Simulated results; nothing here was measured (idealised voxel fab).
process module | voxel gate over fins
cross-section cut | 290 nm wide | cells 5 nm
A cross-section is a grid of square cells, given in bands from the top down. A band is one or more rows of cells.
Each band's line starts with the height of the band's top and of its bottom, in nm. Then come its materials from left to right, each with its width in nm. One material with "throughout" fills the band from edge to edge. "air" is empty space.
Height 0 is the level under which the wafer as received is all one material. The lowest band goes on downwards, as in "0 down".
A width such as "30 to 40" changes by the same amount from each row of cells to the next, from the band's top row to its bottom row.
"no change" after a step means that no cell of the cross-section changed.
closed voids: empty space of 8 cells or more with no open way to the top, each as width x height at its distance from the left edge, in nm
after a step's settings: what the simulator itself notes on the step
overlay nm, on a step with a mask: how far to the right of its planned place the mask lay; to the left if negative
plan
1 op RECEIVE | material Si
2 op CONFORMAL_DEP | material SiN | thk nm 5
3 op MASKED_ETCH | tone cover | mask id FINS | width nm 15 | pitch nm 40 | etch materials SiN | depth nm 5 | overlay nm -15
4 op MASKED_ETCH | tone cover | mask id FINS | width nm 15 | pitch nm 40 | etch materials Si | depth nm 30 | overlay nm 0
5 op FILL_DEP | material SiO2 | thk nm 10
6 op CMP | height nm 5
7 op SELECTIVE_ETCH | etch materials SiO2 | depth nm 15
8 op STRIP | etch materials SiN
9 op CONFORMAL_DEP | material HfO2 | thk nm 5
10 op CONFORMAL_DEP | material TiN | thk nm 5
11 op CONFORMAL_DEP | material TiAl | thk nm 5
12 op CONFORMAL_DEP | material TiN | thk nm 5
13 op FILL_DEP | material W | thk nm 10
14 op CMP | height nm 25
15 op CONFORMAL_DEP | material SiCN | thk nm 10
varied across the wafers: overlay nm of step 3. The plan shows the first wafer's value. All wafers start alike
first wafer as received, after step 1
  0 down: Si throughout
  closed voids: none
first wafer at the end, after step 15
  35 to 25: SiCN throughout
  25 to 20: W throughout
  20 to 15: W 80 | TiN 110 | W 100
  15 to 10: W 80 | TiN 5 | TiAl 100 | TiN 5 | W 100
  10 to 5: TiN 85 | TiAl 5 | TiN 90 | TiAl 5 | TiN 105
  5 to 0: TiAl 90 | TiN 5 | HfO2 80 | TiN 5 | TiAl 110
  0 to -5: TiN 95 | HfO2 5 | Si 30 | HfO2 10 | Si 30 | HfO2 5 | TiN 115
  -5 to -10: HfO2 100 | Si 30 | HfO2 10 | Si 30 | HfO2 120
  -10 to -30: SiO2 100 | Si 30 | SiO2 10 | Si 30 | SiO2 120
  -30 down: Si throughout
  closed voids: none
last wafer at the end
  35 to 25: SiCN throughout
  25 to 20: W throughout
  20 to 15: W 95 | TiN 110 | W 85
  15 to 10: W 95 | TiN 5 | TiAl 100 | TiN 5 | W 85
  10 to 5: TiN 100 | TiAl 5 | TiN 90 | TiAl 5 | TiN 90
  5 to 0: TiAl 105 | TiN 5 | HfO2 80 | TiN 5 | TiAl 95
  0 to -5: TiN 110 | HfO2 5 | Si 30 | HfO2 10 | Si 30 | HfO2 5 | TiN 100
  -5 to -10: HfO2 115 | Si 30 | HfO2 10 | Si 30 | HfO2 105
  -10 to -30: SiO2 115 | Si 30 | SiO2 10 | Si 30 | SiO2 105
  -30 down: Si throughout
  closed voids: none
each wafer at the end: cells of each material gained (+) or lost (-) since it was received, then its closed voids
overlay nm -15 | +66 HfO2 | -276 Si | +116 SiCN | +184 SiO2 | +62 TiAl | +124 TiN | +130 W | closed voids: none
overlay nm -10 | +66 HfO2 | -288 Si | +116 SiCN | +192 SiO2 | +62 TiAl | +126 TiN | +132 W | closed voids: none
overlay nm -5 | +66 HfO2 | -300 Si | +116 SiCN | +200 SiO2 | +62 TiAl | +128 TiN | +134 W | closed voids: none
overlay nm 0 | +66 HfO2 | -312 Si | +116 SiCN | +208 SiO2 | +64 TiAl | +128 TiN | +136 W | closed voids: none
overlay nm 5 | +66 HfO2 | -300 Si | +116 SiCN | +200 SiO2 | +62 TiAl | +128 TiN | +134 W | closed voids: none
overlay nm 10 | +66 HfO2 | -288 Si | +116 SiCN | +192 SiO2 | +62 TiAl | +126 TiN | +132 W | closed voids: none
overlay nm 15 | +66 HfO2 | -276 Si | +116 SiCN | +184 SiO2 | +62 TiAl | +124 TiN | +130 W | closed voids: none
